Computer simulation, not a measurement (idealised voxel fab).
The process module presented herein is designated voxel ribs on slabs.
Pictured: cross-section cut, 150 nm wide, on a grid of 5 nm square cells.
This document writes a cross-section as a grid whose cells are square, and gives it as bands, listed from the top down; one or more rows of cells form a band.
Band: top height; bottom height; in nm. Then, left to right: material with width in nm, for each material. "edge to edge": a single material spanning edge to edge. "empty": empty space.
Heights are reckoned from 0. Under this level, the received wafer is all of one material. The bottommost band is open-ended downward, for example "0 down".
When a width is written as two numbers, as in "30 to 40", the first number is the width in the top row of cells of the band and the second is the width in its bottom row, and the width changes by the same amount from each row to the next.
The designation "remains unaltered", where it is given for a processing step, indicates that no cell of the cross-section was altered in the course of that step.
Heads up: "Tabulated closed voids" only lists the empty pockets with no open path to the top that are 8 cells or more, and it writes them as width x height at distance, distance from the left edge, in nm.
Step line, after settings: the simulator's comment on this step.
Among the settings permitted on a step's line is "overlay nm"; applied to a step with a mask, it specifies the extent to which the mask lay to the right of its planned position, whereas a negative figure signifies a position to the left.
## So here's the lineup of process steps we planned
1) RECEIVE [material Si]
2) DIRECTIONAL_DEP [material SiO2] [thk nm 25]
3) DIRECTIONAL_DEP [material polySi] [thk nm 15]
4) DIRECTIONAL_DEP [material aC] [thk nm 10]
5) PATTERN [tone cover] [mask id RIB] [material resist] [width nm 25] [thk nm 25] [overlay nm 0]
6) DIRECTIONAL_ETCH [etch materials aC] [depth nm 10]
7) STRIP [etch materials resist]
8) DIRECTIONAL_ETCH [etch materials polySi] [depth nm 10]
9) STRIP [etch materials aC]
10) PATTERN [tone cover] [mask id SLAB] [material resist] [width nm 85] [thk nm 20] [overlay nm 0]
11) DIRECTIONAL_ETCH [etch materials polySi] [depth nm 5]
12) STRIP [etch materials resist]
13) FILL_DEP [material SiO2] [thk nm 25]
14) CMP [height nm 60]
15) DIRECTIONAL_DEP [material W] [thk nm 5]
16) DIRECTIONAL_DEP [material aC] [thk nm 15]
17) PATTERN [tone cover] [mask id HEATER] [material resist] [width nm 35] [thk nm 30] [overlay nm 0]
18) DIRECTIONAL_ETCH [etch materials aC] [depth nm 15]
19) STRIP [etch materials resist]
20) DIRECTIONAL_ETCH [etch materials W] [depth nm 5]
21) STRIP [etch materials aC]
22) CONFORMAL_DEP [material SiO2] [thk nm 5]
## Incoming wafer, cross-sectional view, post step 1
0 down = Si edge to edge
Tabulated closed voids: none
## Post-module cross-section: identical start and plan to those above, one misstep in execution
70 to 65 = 50 empty | 45 SiO2 | 55 empty
65 to 60 = 55 SiO2 | 35 W | 60 SiO2
60 to 35 = SiO2 edge to edge
35 to 30 = 60 SiO2 | 25 polySi | 65 SiO2
30 to 25 = 30 polySi | 30 SiO2 | 25 polySi | 30 SiO2 | 35 polySi
25 to 0 = SiO2 edge to edge
0 down = Si edge to edge
Tabulated closed voids: none
Here's what went sideways: so step 10 ended up running with a different setting than we planned, it ran as PATTERN [tone open] [mask id SLAB] [material resist] [width nm 85] [thk nm 20] [overlay nm 0]
